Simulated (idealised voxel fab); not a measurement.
process module | voxel transistor to metal
Pictured: cross-section cut, 300 nm wide, on a grid of 5 nm square cells.
We lay out every cross-section as a grid of square cells and spell it out in bands from the top down, where one band means one or more rows of cells.
Each band's line starts with the height of the band's top and of its bottom, in nm. Then come its materials from left to right, each with its width in nm. One material with "all across" fills the band from edge to edge. "blank" is empty space.
We count height from 0. Below that, the starting wafer is all one material. The lowest band never ends at the bottom but goes on down; see "0 nm and below" for how that is written.
The expression "30..40" gives the width at the extremes of the band, the first number at its top row of cells and the second at its bottom row, with the width changing by equal amounts from each row to the next in between.
"no change occurred" (step): cross-section cells unchanged, all of them.
"Voids, enclosed" - sealed voids, min. 8 cells, no opening to top; format: width x height at distance (distance from left edge; nm throughout).
Post-settings text on a step line: simulator's own remark regarding the step.
"overlay nm", when on a step's line for a step with a mask, measures how far to the right of its planned place the mask lay; a negative measure means to the left.

**Listed below are the process steps as planned**
1) RECEIVE with material Si
2) CONFORMAL_DEP with material SiO2, thk nm 5
3) CONFORMAL_DEP with material SiN, thk nm 10
4) DIRECTIONAL_DEP with material aC, thk nm 15
5) PATTERN with tone cover, mask id ACTIVE, material resist, width nm 95, pitch nm 125, thk nm 30, overlay nm 0
6) DIRECTIONAL_ETCH with etch materials aC, depth nm 15
7) STRIP with etch materials resist
8) DIRECTIONAL_ETCH with etch materials SiN, depth nm 10
9) DIRECTIONAL_ETCH with etch materials SiO2, depth nm 5
10) DIRECTIONAL_ETCH with etch materials Si, depth nm 20
11) STRIP with etch materials aC
12) FILL_DEP with material SiO2, thk nm 10
13) CMP with height nm 15
14) SELECTIVE_ETCH with etch materials SiO2, depth nm 5
15) STRIP with etch materials SiN
16) SELECTIVE_ETCH with etch materials SiO2, depth nm 5
17) OXIDIZE with depth nm 5
18) DIRECTIONAL_DEP with material polySi, thk nm 25
19) DIRECTIONAL_DEP with material SiCN, thk nm 15
20) DIRECTIONAL_DEP with material aC, thk nm 10
21) PATTERN with tone cover, mask id GATE, material resist, width nm 15, pitch nm 125, thk nm 25, overlay nm 0
22) DIRECTIONAL_ETCH with etch materials aC, depth nm 10
23) STRIP with etch materials resist
24) DIRECTIONAL_ETCH with etch materials SiCN, depth nm 25
25) DIRECTIONAL_ETCH with etch materials polySi, depth nm 35
26) STRIP with etch materials aC
27) CONFORMAL_DEP with material SiN, thk nm 5
28) DIRECTIONAL_ETCH with etch materials SiN, depth nm 5
29) DIRECTIONAL_ETCH with etch materials SiO2, depth nm 5
30) EPI with material nSi, thk nm 5
31) FILL_DEP with material SiO2, thk nm 10
32) CMP with height nm 40
33) DIRECTIONAL_DEP with material SiO2, thk nm 15
34) DIRECTIONAL_DEP with material aC, thk nm 15
35) PATTERN with tone open, mask id CONTACT, material resist, width nm 15, thk nm 35, overlay nm 0
36) DIRECTIONAL_ETCH with etch materials aC, depth nm 15
37) STRIP with etch materials resist
38) DIRECTIONAL_ETCH with etch materials SiO2, depth nm 55
39) STRIP with etch materials aC
40) CONFORMAL_DEP with material TiN, thk nm 5
41) FILL_DEP with material W, thk nm 5
42) CMP with height nm 55
43) DIRECTIONAL_DEP with material TiN, thk nm 5
44) DIRECTIONAL_DEP with material W, thk nm 15
45) DIRECTIONAL_DEP with material aC, thk nm 15
46) PATTERN with tone cover, mask id METAL_1, material resist, width nm 15, thk nm 30, overlay nm 0
47) DIRECTIONAL_ETCH with etch materials aC, depth nm 15
48) STRIP with etch materials resist
49) DIRECTIONAL_ETCH with etch materials W, depth nm 15
50) DIRECTIONAL_ETCH with etch materials TiN, depth nm 5
51) STRIP with etch materials aC
52) CONFORMAL_DEP with material SiN, thk nm 5
53) FILL_DEP with material lowk, thk nm 5
54) CMP with height nm 75
55) CONFORMAL_DEP with material SiN, thk nm 5
All wafers enter the flow in the same state. The width nm at step 21 differs from wafer to wafer, and the plan gives the value for the first wafer.

**The first of several wafers in cross-section, exactly as it reached us after step 1**
  0 nm and below: Si all across
  Voids, enclosed: none

**Basically each wafer gets a line in the table, showing it at the end of the module: material by material, the cells it gained (+) or lost (-) since we got it, then its closed voids**
width nm 15; -126 Si; +18 SiCN; +168 SiN; +542 SiO2; +104 TiN; +76 W; +120 lowk; +28 nSi; +30 polySi; Voids, enclosed: none
width nm 20; -126 Si; +24 SiCN; +168 SiN; +528 SiO2; +104 TiN; +76 W; +120 lowk; +26 nSi; +40 polySi; Voids, enclosed: none
width nm 25; -126 Si; +30 SiCN; +168 SiN; +514 SiO2; +104 TiN; +76 W; +120 lowk; +24 nSi; +50 polySi; Voids, enclosed: none
width nm 30; -126 Si; +36 SiCN; +168 SiN; +500 SiO2; +104 TiN; +76 W; +120 lowk; +22 nSi; +60 polySi; Voids, enclosed: none
